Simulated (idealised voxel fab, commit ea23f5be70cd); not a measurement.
process module | voxel wiring stack
cross-section cut | 230 nm wide | cells 5 nm
A cross-section is a grid of square cells, given in bands from the top down. A band is one or more rows of cells.
Each band's line starts with the height of the band's top and of its bottom, in nm. Then come its materials from left to right, each with its width in nm. One material with "throughout" fills the band from edge to edge. "air" is empty space.
Height 0 is the level under which the wafer as received is all one material. The lowest band goes on downwards, as in "0 down".
A width such as "30 to 40" changes by the same amount from each row of cells to the next, from the band's top row to its bottom row.
"no change" after a step means that no cell of the cross-section changed.
closed voids: empty space of 8 cells or more with no open way to the top, each as width x height at its distance from the left edge, in nm
after a step's settings: what the simulator itself notes on the step
overlay nm, on a step with a mask: how far to the right of its planned place the mask lay; to the left if negative
plan
1 op RECEIVE | material Si
2 op CONFORMAL_DEP | material SiO2 | thk nm 10
3 op DIRECTIONAL_DEP | material TiN | thk nm 5
4 op DIRECTIONAL_DEP | material W | thk nm 15
5 op MASKED_ETCH | tone cover | mask id METAL_1 | width nm 30 | pitch nm 60 | etch materials W | depth nm 15 | overlay nm 0
6 op MASKED_ETCH | tone cover | mask id METAL_1 | width nm 30 | pitch nm 60 | etch materials TiN | depth nm 5 | overlay nm 0
7 op FILL_DEP | material SiO2 | thk nm 5
8 op CMP | height nm 30
9 op CONFORMAL_DEP | material SiCN | thk nm 5
10 op DIRECTIONAL_DEP | material SiO2 | thk nm 25
11 op DIRECTIONAL_DEP | material aC | thk nm 10
12 op PATTERN | tone open | mask id METAL_2_HOLES | material resist | width nm 15 | pitch nm 60 | thk nm 25 | overlay nm 0
13 op DIRECTIONAL_ETCH | etch materials aC | depth nm 10
14 op STRIP | etch materials resist
15 op DIRECTIONAL_ETCH | etch materials SiO2 | depth nm 25
16 op STRIP | etch materials aC
17 op PATTERN | tone open | mask id METAL_2 | material resist | width nm 30 | pitch nm 60 | thk nm 20 | overlay nm 0
18 op DIRECTIONAL_ETCH | etch materials SiO2 | depth nm 15
19 op DIRECTIONAL_ETCH | etch materials SiCN | depth nm 5
20 op STRIP | etch materials resist
21 op CONFORMAL_DEP | material TiN | thk nm 5
22 op FILL_DEP | material Cu | thk nm 5
23 op CMP | height nm 60
24 op CONFORMAL_DEP | material SiCN | thk nm 5
as received, after step 1
  0 down: Si throughout
  closed voids: none
a wafer at the end: this start, this plan, one mistake
  65 to 60: SiCN throughout
  60 to 50: SiO2 40 | TiN 5 | Cu 20 | TiN 5 | SiO2 30 | TiN 5 | Cu 20 | TiN 5 | SiO2 30 | TiN 5 | Cu 20 | TiN 5 | SiO2 40
  50 to 45: SiO2 40 | TiN 5 | Cu 5 | TiN 20 | SiO2 30 | TiN 5 | Cu 5 | TiN 20 | SiO2 30 | TiN 5 | Cu 5 | TiN 20 | SiO2 40
  45 to 35: SiO2 40 | TiN 5 | Cu 5 | TiN 5 | SiO2 45 | TiN 5 | Cu 5 | TiN 5 | SiO2 45 | TiN 5 | Cu 5 | TiN 5 | SiO2 55
  35 to 30: SiCN 40 | TiN 15 | SiCN 45 | TiN 15 | SiCN 45 | TiN 15 | SiCN 55
  30 to 15: SiO2 40 | W 30 | SiO2 30 | W 30 | SiO2 30 | W 30 | SiO2 40
  15 to 10: aC throughout
  10 to 0: SiO2 throughout
  0 down: Si throughout
  closed voids: none
what went wrong: step 3 ran as: op DIRECTIONAL_DEP | material aC | thk nm 5
